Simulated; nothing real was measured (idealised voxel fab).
Title: Process Module voxel trench capacitor
290 nm wide, 5 nm square cells: that's cross-section cut.
A cross-section is a grid of square cells, given in bands from the top down. A band is one or more rows of cells. Basically the band line says how high the top is and how high the bottom is, in nm, and then what's in it from left to right, every material with its width in nm. Empty space shows up as "air", and if a single material carries "full width" it runs the full band edge to edge. Heights are expressed relative to 0, this being the level below which the as-received wafer comprises one material exclusively. The lowest band is unbounded in the downward direction and is denoted as in "z 0 and below". The notation "30 to 40" denotes a width that varies across the rows of cells in the band, beginning at the first number in the top row, finishing at the second number in the bottom row, and changing by an identical amount from each row to the next. "everything unchanged" means the step left every cell of the cross-section as it was. Look at "Trapped voids" for the closed voids: empty spaces with no open path to the top, sized 8 cells or up. Each is width x height at distance, distance from the left edge, all nm. The remark found on a step's line after its settings is issued by the simulator itself and pertains to that step. "overlay nm" answers the question of how far to the right of plan the mask lay on a step that has a mask, and when it is negative the answer is to the left.
This section lists the process steps that were planned
1 RECEIVE (material Si)
2 CONFORMAL_DEP (material SiN; thk nm 5)
3 DIRECTIONAL_DEP (material aC; thk nm 15)
4 PATTERN (tone open; mask id TRENCH; material resist; width nm 20; pitch nm 35; thk nm 30; overlay nm 0)
5 DIRECTIONAL_ETCH (etch materials aC; depth nm 15)
6 STRIP (etch materials resist)
7 DIRECTIONAL_ETCH (etch materials SiN; depth nm 5)
8 DIRECTIONAL_ETCH (etch materials Si; depth nm 30)
9 STRIP (etch materials aC)
10 CONFORMAL_DEP (material Al2O3; thk nm 5)
11 FILL_DEP (material polySi; thk nm 10)
12 CMP (height nm 5)
The cross-section here shows the wafer as received, i.e. in its state after step 1
- z 0 and below = Si full width
- Trapped voids: none
Module complete - cross-section of the first of two wafers, run according to plan
- z 5 to 0 = 115 SiN  5 Al2O3  10 polySi  5 Al2O3  15 SiN  5 Al2O3  10 polySi  5 Al2O3  120 SiN
- z 0 to -25 = 115 Si  5 Al2O3  10 polySi  5 Al2O3  15 Si  5 Al2O3  10 polySi  5 Al2O3  120 Si
- z -25 to -30 = 115 Si  20 Al2O3  15 Si  20 Al2O3  120 Si
- z -30 and below = Si full width
- Trapped voids: none
Second wafer of the two, sectioned at the end of the module. It began like the first and followed the same plan, but one mistake was made while running it
- z 5 to 0 = 120 SiN  5 Al2O3  5 polySi  5 Al2O3  20 SiN  5 Al2O3  5 polySi  5 Al2O3  120 SiN
- z 0 to -25 = 120 Si  5 Al2O3  5 polySi  5 Al2O3  20 Si  5 Al2O3  5 polySi  5 Al2O3  120 Si
- z -25 to -30 = 120 Si  15 Al2O3  20 Si  15 Al2O3  120 Si
- z -30 and below = Si full width
- Trapped voids: none
Nonconformance to the process plan: for step 4, the planned setting was not used; the step was instead run as PATTERN (tone open; mask id TRENCH; material resist; width nm 15; pitch nm 35; thk nm 30; overlay nm 0)
Wafer comparison, final, in cells, second relative to first, materials more or fewer: 2 fewer of Al2O3; 12 more of Si; 2 more of SiN; 12 fewer of polySi
